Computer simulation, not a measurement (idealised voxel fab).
The process module presented herein is designated voxel gate over fins.
Displayed cross-section: cut, width of 165 nm, square cells sized 5 nm.
Cross-section format: a grid of square cells, given as bands from top to bottom; each band is one or more rows of cells. In this notation a band is specified by the heights of its top and bottom, in that order and in nm, after which its materials appear from left to right, each paired with its width in nm. The word "all across" attached to a single material means that material fills the band from edge to edge; the word "empty" stands for empty space. Where do heights start? At 0: under that level the wafer as delivered is made of one material only. And the lowest band has no floor; it just carries on downward, as in "0..down". Note: "30->40" means the width goes from the first number (top row of the band) to the second number (bottom row) in equal steps per row of cells. "nothing different" -> step changed no cross-section cell. "Enclosed empty spaces" enumerates empty spaces isolated from the top, with no open way to it, that contain at least 8 cells, giving each as width x height at distance from the left edge, all three in nm. Where a step's line continues beyond its settings, the continuation is a remark by the simulator itself on that step. A step line may carry the setting "overlay nm", which, for steps involving a mask, states the distance by which the mask lay to the right of its intended position; negative values denote displacement to the left.
The steps planned for the process are as follows
1. RECEIVE: material Si
2. CONFORMAL_DEP: material SiN, thk nm 5
3. PATTERN: tone cover, mask id FINS, material resist, width nm 15, pitch nm 60, thk nm 20, overlay nm 0
4. DIRECTIONAL_ETCH: etch materials SiN, depth nm 5
5. DIRECTIONAL_ETCH: etch materials Si, depth nm 30
6. STRIP: etch materials resist
7. OXIDIZE: depth nm 5
8. FILL_DEP: material SiO2, thk nm 5
9. CMP: height nm 5
10. MASKED_ETCH: tone open, mask id RAIL, width nm 15, etch materials SiO2, depth nm 30, overlay nm -15
11. CONFORMAL_DEP: material TiN, thk nm 5
12. FILL_DEP: material W, thk nm 10
13. CMP: height nm 5
14. SELECTIVE_ETCH: etch materials W Ru TiN, depth nm 25
15. FILL_DEP: material SiO2, thk nm 5
16. CMP: height nm 5
17. SELECTIVE_ETCH: etch materials SiO2, depth nm 20
18. STRIP: etch materials SiN
19. CONFORMAL_DEP: material HfO2, thk nm 5
20. CONFORMAL_DEP: material TiN, thk nm 5
21. FILL_DEP: material W, thk nm 15
22. CMP: height nm 20
23. CONFORMAL_DEP: material SiN, thk nm 10
Across this set of wafers, the varied parameter is the overlay nm of step 10. Starting conditions are identical for every wafer, and the plan reports the value assigned to the first wafer.
The first of several wafers, as received after step 1, seen in section
0..down: Si all across
Enclosed empty spaces: none
First of several wafers: cross-section at the end of the module, after step 23, its last step
30..20: SiN all across
20..10: W all across
10..5: W=10, TiN=25, W=35, TiN=25, W=35, TiN=25, W=10
5..0: W=10, TiN=5, HfO2=15, TiN=5, W=35, TiN=5, HfO2=15, TiN=5, W=35, TiN=5, HfO2=15, TiN=5, W=10
0..-5: W=10, TiN=5, HfO2=5, Si=5, HfO2=5, TiN=5, W=35, TiN=5, HfO2=5, Si=5, HfO2=5, TiN=5, W=35, TiN=5, HfO2=5, Si=5, HfO2=5, TiN=5, W=10
-5..-10: TiN=15, HfO2=5, Si=5, HfO2=5, TiN=45, HfO2=5, Si=5, HfO2=5, TiN=45, HfO2=5, Si=5, HfO2=5, TiN=15
-10..-15: HfO2=20, Si=5, HfO2=55, Si=5, HfO2=55, Si=5, HfO2=20
-15..-20: SiO2=20, Si=5, SiO2=55, Si=5, SiO2=55, Si=5, SiO2=20
-20..-25: SiO2=20, Si=5, SiO2=5, TiN=15, SiO2=35, Si=5, SiO2=55, Si=5, SiO2=20
-25..-35: SiO2=20, Si=5, SiO2=55, Si=5, SiO2=55, Si=5, SiO2=20
-35..down: Si all across
Enclosed empty spaces: none
Cross-section of the final wafer among several, taken at the end of the module
30..20: SiN all across
20..10: W all across
10..5: W=10, TiN=25, W=35, TiN=25, W=35, TiN=25, W=10
5..0: W=10, TiN=5, HfO2=15, TiN=5, W=35, TiN=5, HfO2=15, TiN=5, W=35, TiN=5, HfO2=15, TiN=5, W=10
0..-5: W=10, TiN=5, HfO2=5, Si=5, HfO2=5, TiN=5, W=35, TiN=5, HfO2=5, Si=5, HfO2=5, TiN=5, W=35, TiN=5, HfO2=5, Si=5, HfO2=5, TiN=5, W=10
-5..-10: TiN=15, HfO2=5, Si=5, HfO2=5, TiN=45, HfO2=5, Si=5, HfO2=5, TiN=45, HfO2=5, Si=5, HfO2=5, TiN=15
-10..-15: HfO2=20, Si=5, HfO2=55, Si=5, HfO2=55, Si=5, HfO2=20
-15..-20: SiO2=20, Si=5, SiO2=55, Si=5, SiO2=55, Si=5, SiO2=20
-20..-25: SiO2=20, Si=5, SiO2=35, TiN=15, SiO2=5, Si=5, SiO2=55, Si=5, SiO2=20
-25..-35: SiO2=20, Si=5, SiO2=55, Si=5, SiO2=55, Si=5, SiO2=20
-35..down: Si all across
Enclosed empty spaces: none
Note: the following table is arranged by wafer, a row apiece. Each row reports the end-of-module state: per material, cells gained (+) or cells lost (-) compared with the wafer as received; closed voids follow
overlay nm -15 | +51 HfO2 | -210 Si | +66 SiN | +117 SiO2 | +54 TiN | +120 W | Enclosed empty spaces: none
overlay nm -10 | +51 HfO2 | -210 Si | +66 SiN | +117 SiO2 | +54 TiN | +120 W | Enclosed empty spaces: none
overlay nm -5 | +51 HfO2 | -210 Si | +66 SiN | +117 SiO2 | +54 TiN | +120 W | Enclosed empty spaces: none
overlay nm 0 | +51 HfO2 | -210 Si | +66 SiN | +117 SiO2 | +54 TiN | +120 W | Enclosed empty spaces: none
overlay nm 5 | +51 HfO2 | -210 Si | +66 SiN | +117 SiO2 | +54 TiN | +120 W | Enclosed empty spaces: none
overlay nm 10 | +51 HfO2 | -210 Si | +66 SiN | +117 SiO2 | +54 TiN | +120 W | Enclosed empty spaces: none
overlay nm 15 | +51 HfO2 | -210 Si | +66 SiN | +117 SiO2 | +54 TiN | +120 W | Enclosed empty spaces: none
